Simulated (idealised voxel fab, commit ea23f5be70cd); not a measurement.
process module | voxel capacitor over wiring
cross-section cut | 275 nm wide | cells 5 nm
A cross-section is a grid of square cells, given in bands from the top down. A band is one or more rows of cells.
Each band's line starts with the height of the band's top and of its bottom, in nm. Then come its materials from left to right, each with its width in nm. One material with "throughout" fills the band from edge to edge. "air" is empty space.
Height 0 is the level under which the wafer as received is all one material. The lowest band goes on downwards, as in "0 down".
A width such as "30 to 40" changes by the same amount from each row of cells to the next, from the band's top row to its bottom row.
"no change" after a step means that no cell of the cross-section changed.
closed voids: empty space of 8 cells or more with no open way to the top, each as width x height at its distance from the left edge, in nm
after a step's settings: what the simulator itself notes on the step
overlay nm, on a step with a mask: how far to the right of its planned place the mask lay; to the left if negative
plan
1 op RECEIVE | material Si
2 op CONFORMAL_DEP | material SiO2 | thk nm 10
3 op DIRECTIONAL_DEP | material TiN | thk nm 5
4 op DIRECTIONAL_DEP | material W | thk nm 15
5 op DIRECTIONAL_DEP | material aC | thk nm 15
6 op PATTERN | tone cover | mask id METAL_1 | material resist | width nm 25 | pitch nm 80 | thk nm 35 | overlay nm 0
7 op DIRECTIONAL_ETCH | etch materials aC | depth nm 15
8 op STRIP | etch materials resist
9 op DIRECTIONAL_ETCH | etch materials W | depth nm 15
10 op DIRECTIONAL_ETCH | etch materials TiN | depth nm 5
11 op STRIP | etch materials aC
12 op CONFORMAL_DEP | material SiCN | thk nm 5
13 op FILL_DEP | material SiO2 | thk nm 10
14 op CMP | height nm 30
15 op CONFORMAL_DEP | material SiCN | thk nm 5
16 op DIRECTIONAL_DEP | material SiO2 | thk nm 10
17 op MASKED_ETCH | tone open | mask id PLUG_1 | width nm 15 | etch materials SiO2 | depth nm 10 | overlay nm 0
18 op MASKED_ETCH | tone open | mask id PLUG_1 | width nm 15 | etch materials SiCN | depth nm 5 | overlay nm 0
19 op EPI | material Ru | thk nm 10
20 op EPI | material Ru | thk nm 5
21 op DIRECTIONAL_DEP | material TiN | thk nm 10
22 op DIRECTIONAL_DEP | material HfO2 | thk nm 5
23 op DIRECTIONAL_DEP | material TiN | thk nm 5
24 op DIRECTIONAL_DEP | material aC | thk nm 15
25 op PATTERN | tone cover | mask id UPPER_PLATE | material resist | width nm 60 | thk nm 30 | overlay nm 0
26 op DIRECTIONAL_ETCH | etch materials aC | depth nm 15
27 op STRIP | etch materials resist
28 op DIRECTIONAL_ETCH | etch materials TiN | depth nm 5
29 op DIRECTIONAL_ETCH | etch materials HfO2 | depth nm 5
30 op STRIP | etch materials aC
31 op MASKED_ETCH | tone cover | mask id LOWER_PLATE | width nm 70 | etch materials TiN | depth nm 10 | overlay nm 0
32 op FILL_DEP | material SiO2 | thk nm 20
33 op CMP | height nm 80
34 op DIRECTIONAL_DEP | material aC | thk nm 10
35 op PATTERN | tone open | mask id PLUG_2 | material resist | width nm 15 | thk nm 30 | overlay nm 0
36 op DIRECTIONAL_ETCH | etch materials aC | depth nm 10
37 op STRIP | etch materials resist
38 op DIRECTIONAL_ETCH | etch materials SiO2 | depth nm 15
39 op STRIP | etch materials aC
40 op CONFORMAL_DEP | material TiN | thk nm 5
41 op FILL_DEP | material W | thk nm 5
42 op CMP | height nm 80
43 op CONFORMAL_DEP | material SiCN | thk nm 5
as received, after step 1
  0 down: Si throughout
  closed voids: none
first wafer at the end, as planned
  85 to 80: SiCN throughout
  80 to 70: SiO2 105 | TiN 5 | W 5 | TiN 5 | SiO2 155
  70 to 60: SiO2 105 to 95 | TiN 15 to 60 | SiO2 155 to 120
  60 to 55: SiO2 95 | HfO2 60 | SiO2 120
  55 to 45: SiO2 90 | TiN 70 | SiO2 115
  45 to 35: SiO2 95 | Ru 15 | SiO2 165
  35 to 30: SiCN 95 | Ru 15 | SiCN 165
  30 to 15: SiO2 80 | SiCN 5 | W 25 | SiCN 5 | SiO2 45 | SiCN 5 | W 25 | SiCN 5 | SiO2 80
  15 to 10: SiCN 85 | TiN 25 | SiCN 55 | TiN 25 | SiCN 85
  10 to 0: SiO2 throughout
  0 down: Si throughout
  closed voids: none
second wafer at the end: like start, like plan, one mistake
  85 to 80: SiCN throughout
  80 to 70: SiO2 105 to 95 | TiN 15 to 25 | SiO2 155
  70 to 65: SiO2 95 | HfO2 25 | SiO2 155
  65 to 60: SiO2 90 | TiN 65 | SiO2 120
  60 to 55: SiO2 90 | TiN 30 | HfO2 35 | SiO2 120
  55 to 45: SiO2 85 | Ru 35 | TiN 40 | SiO2 115
  45 to 35: SiO2 95 | Ru 15 | SiO2 165
  35 to 30: SiCN 95 | Ru 15 | SiCN 165
  30 to 15: SiO2 80 | SiCN 5 | W 25 | SiCN 5 | SiO2 45 | SiCN 5 | W 25 | SiCN 5 | SiO2 80
  15 to 10: SiCN 85 | TiN 25 | SiCN 55 | TiN 25 | SiCN 85
  10 to 0: SiO2 throughout
  0 down: Si throughout
  closed voids: none
what went wrong: step 19 was run twice
at the end the second wafer has, in cells: 14 more of Ru | 8 fewer of SiO2 | 4 fewer of TiN | 2 fewer of W
